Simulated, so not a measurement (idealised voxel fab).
process module | voxel ribs on slabs
cross-section cut | 150 nm wide | cells 5 nm
A cross-section is a grid of square cells, given in bands from the top down. A band is one or more rows of cells.
Each band's line starts with the height of the band's top and of its bottom, in nm. Then come its materials from left to right, each with its width in nm. One material with "throughout" fills the band from edge to edge. "air" is empty space.
Height 0 is the level under which the wafer as received is all one material. The lowest band goes on downwards, as in "0 down".
A width such as "30 to 40" changes by the same amount from each row of cells to the next, from the band's top row to its bottom row.
"no change" after a step means that no cell of the cross-section changed.
closed voids: empty space of 8 cells or more with no open way to the top, each as width x height at its distance from the left edge, in nm
after a step's settings: what the simulator itself notes on the step
overlay nm, on a step with a mask: how far to the right of its planned place the mask lay; to the left if negative
plan
1 op RECEIVE | material Si
2 op DIRECTIONAL_DEP | material SiO2 | thk nm 25
3 op DIRECTIONAL_DEP | material polySi | thk nm 15
4 op DIRECTIONAL_DEP | material aC | thk nm 10
5 op PATTERN | tone cover | mask id RIB | material resist | width nm 15 | thk nm 25 | overlay nm -15
6 op DIRECTIONAL_ETCH | etch materials aC | depth nm 10
7 op STRIP | etch materials resist
8 op DIRECTIONAL_ETCH | etch materials polySi | depth nm 10
9 op STRIP | etch materials aC
10 op DIRECTIONAL_DEP | material aC | thk nm 15
11 op PATTERN | tone cover | mask id SLAB | material resist | width nm 55 | thk nm 35 | overlay nm 0
12 op DIRECTIONAL_ETCH | etch materials aC | depth nm 15
13 op STRIP | etch materials resist
14 op DIRECTIONAL_ETCH | etch materials polySi | depth nm 5
15 op STRIP | etch materials aC
16 op FILL_DEP | material SiO2 | thk nm 15
17 op CMP | height nm 50
18 op DIRECTIONAL_DEP | material TiN | thk nm 10
19 op DIRECTIONAL_DEP | material aC | thk nm 15
20 op PATTERN | tone cover | mask id HEATER | material resist | width nm 25 | thk nm 35 | overlay nm 0
21 op DIRECTIONAL_ETCH | etch materials aC | depth nm 15
22 op STRIP | etch materials resist
23 op DIRECTIONAL_ETCH | etch materials TiN | depth nm 10
24 op STRIP | etch materials aC
25 op CONFORMAL_DEP | material SiN | thk nm 5
varied across the wafers: overlay nm of step 5. The plan shows the first wafer's value. All wafers start alike
first wafer as received, after step 1
  0 down: Si throughout
  closed voids: none
first wafer at the end, after step 25
  65 to 60: air 55 | SiN 35 | air 60
  60 to 55: air 55 | SiN 5 | TiN 25 | SiN 5 | air 60
  55 to 50: SiN 60 | TiN 25 | SiN 65
  50 to 40: SiO2 throughout
  40 to 30: SiO2 50 | polySi 15 | SiO2 85
  30 to 25: SiO2 45 | polySi 55 | SiO2 50
  25 to 0: SiO2 throughout
  0 down: Si throughout
  closed voids: none
last wafer at the end
  65 to 60: air 55 | SiN 35 | air 60
  60 to 55: air 55 | SiN 5 | TiN 25 | SiN 5 | air 60
  55 to 50: SiN 60 | TiN 25 | SiN 65
  50 to 40: SiO2 throughout
  40 to 30: SiO2 80 | polySi 15 | SiO2 55
  30 to 25: SiO2 45 | polySi 55 | SiO2 50
  25 to 0: SiO2 throughout
  0 down: Si throughout
  closed voids: none
each wafer at the end: cells of each material gained (+) or lost (-) since it was received, then its closed voids
overlay nm -15 | +34 SiN | +283 SiO2 | +10 TiN | +17 polySi | closed voids: none
overlay nm -10 | +34 SiN | +283 SiO2 | +10 TiN | +17 polySi | closed voids: none
overlay nm -5 | +34 SiN | +283 SiO2 | +10 TiN | +17 polySi | closed voids: none
overlay nm 0 | +34 SiN | +283 SiO2 | +10 TiN | +17 polySi | closed voids: none
overlay nm 5 | +34 SiN | +283 SiO2 | +10 TiN | +17 polySi | closed voids: none
overlay nm 10 | +34 SiN | +283 SiO2 | +10 TiN | +17 polySi | closed voids: none
overlay nm 15 | +34 SiN | +283 SiO2 | +10 TiN | +17 polySi | closed voids: none
